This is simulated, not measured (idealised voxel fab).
process module | voxel wiring stack
cross-section cut | 210 nm wide | cells 5 nm
A cross-section is a grid of square cells, given in bands from the top down. A band is one or more rows of cells.
Each band's line starts with the height of the band's top and of its bottom, in nm. Then come its materials from left to right, each with its width in nm. One material with "throughout" fills the band from edge to edge. "air" is empty space.
Height 0 is the level under which the wafer as received is all one material. The lowest band goes on downwards, as in "0 down".
A width such as "30 to 40" changes by the same amount from each row of cells to the next, from the band's top row to its bottom row.
"no change" after a step means that no cell of the cross-section changed.
closed voids: empty space of 8 cells or more with no open way to the top, each as width x height at its distance from the left edge, in nm
after a step's settings: what the simulator itself notes on the step
overlay nm, on a step with a mask: how far to the right of its planned place the mask lay; to the left if negative
plan
1 op RECEIVE | material Si
2 op CONFORMAL_DEP | material SiO2 | thk nm 15
3 op CONFORMAL_DEP | material SiN | thk nm 5
4 op DIRECTIONAL_DEP | material SiO2 | thk nm 15
5 op PATTERN | tone open | mask id METAL_1 | material resist | width nm 25 | pitch nm 50 | thk nm 20 | overlay nm 0
6 op DIRECTIONAL_ETCH | etch materials SiO2 | depth nm 15
7 op DIRECTIONAL_ETCH | etch materials SiN | depth nm 5
8 op STRIP | etch materials resist
9 op CONFORMAL_DEP | material TiN | thk nm 5
10 op FILL_DEP | material Cu | thk nm 5
11 op CMP | height nm 35
12 op CONFORMAL_DEP | material SiCN | thk nm 5
13 op DIRECTIONAL_DEP | material lowk | thk nm 25
14 op DIRECTIONAL_DEP | material aC | thk nm 10
15 op PATTERN | tone open | mask id METAL_2_HOLES | material resist | width nm 15 | pitch nm 50 | thk nm 25 | overlay nm 0
16 op DIRECTIONAL_ETCH | etch materials aC | depth nm 10
17 op STRIP | etch materials resist
18 op DIRECTIONAL_ETCH | etch materials lowk | depth nm 25
19 op STRIP | etch materials aC
20 op PATTERN | tone open | mask id METAL_2 | material resist | width nm 25 | pitch nm 50 | thk nm 20 | overlay nm 0
21 op DIRECTIONAL_ETCH | etch materials lowk | depth nm 15
22 op DIRECTIONAL_ETCH | etch materials SiCN | depth nm 5
23 op STRIP | etch materials resist
24 op CONFORMAL_DEP | material TiN | thk nm 5
25 op FILL_DEP | material Cu | thk nm 5
26 op CMP | height nm 65
27 op CONFORMAL_DEP | material SiCN | thk nm 5
28 op DIRECTIONAL_DEP | material lowk | thk nm 30
29 op MASKED_ETCH | tone open | mask id METAL_3 | width nm 25 | pitch nm 50 | etch materials lowk | depth nm 15 | overlay nm 0
30 op DIRECTIONAL_DEP | material aC | thk nm 15
31 op PATTERN | tone open | mask id METAL_3_HOLES | material resist | width nm 15 | pitch nm 50 | thk nm 30 | overlay nm 0
32 op DIRECTIONAL_ETCH | etch materials aC | depth nm 15
33 op STRIP | etch materials resist
34 op DIRECTIONAL_ETCH | etch materials lowk | depth nm 15
35 op DIRECTIONAL_ETCH | etch materials SiCN | depth nm 5
36 op STRIP | etch materials aC
37 op CONFORMAL_DEP | material TiN | thk nm 5
38 op FILL_DEP | material Cu | thk nm 10
39 op CMP | height nm 100
40 op CONFORMAL_DEP | material SiN | thk nm 5
as received, after step 1
  0 down: Si throughout
  closed voids: none
a wafer at the end: this start, this plan, one mistake
  105 to 100: SiN throughout
  100 to 90: lowk 65 | TiN 5 | Cu 15 | TiN 5 | lowk 25 | TiN 5 | Cu 15 | TiN 5 | lowk 70
  90 to 85: lowk 65 | TiN 5 | Cu 5 | TiN 15 | lowk 25 | TiN 5 | Cu 5 | TiN 15 | lowk 70
  85 to 70: lowk 65 | TiN 5 | Cu 5 | TiN 5 | lowk 35 | TiN 5 | Cu 5 | TiN 5 | lowk 80
  70 to 65: SiCN 65 | TiN 15 | SiCN 35 | TiN 15 | SiCN 80
  65 to 55: lowk 65 | TiN 5 | Cu 15 | TiN 5 | lowk 25 | TiN 5 | Cu 15 | TiN 5 | lowk 70
  55 to 50: lowk 65 | TiN 5 | Cu 5 | TiN 15 | lowk 25 | TiN 5 | Cu 5 | TiN 15 | lowk 70
  50 to 40: lowk 65 | TiN 5 | Cu 5 | TiN 5 | lowk 35 | TiN 5 | Cu 5 | TiN 5 | lowk 80
  40 to 35: SiCN 65 | TiN 15 | SiCN 35 | TiN 15 | SiCN 80
  35 to 25: SiO2 65 | TiN 5 | Cu 15 | TiN 5 | SiO2 25 | TiN 5 | Cu 15 | TiN 5 | SiO2 70
  25 to 20: SiO2 65 | TiN 25 | SiO2 25 | TiN 25 | SiO2 70
  20 to 5: SiO2 throughout
  5 to 0: SiN throughout
  0 down: Si throughout
  closed voids: none
what went wrong: steps 2 and 3 were swapped
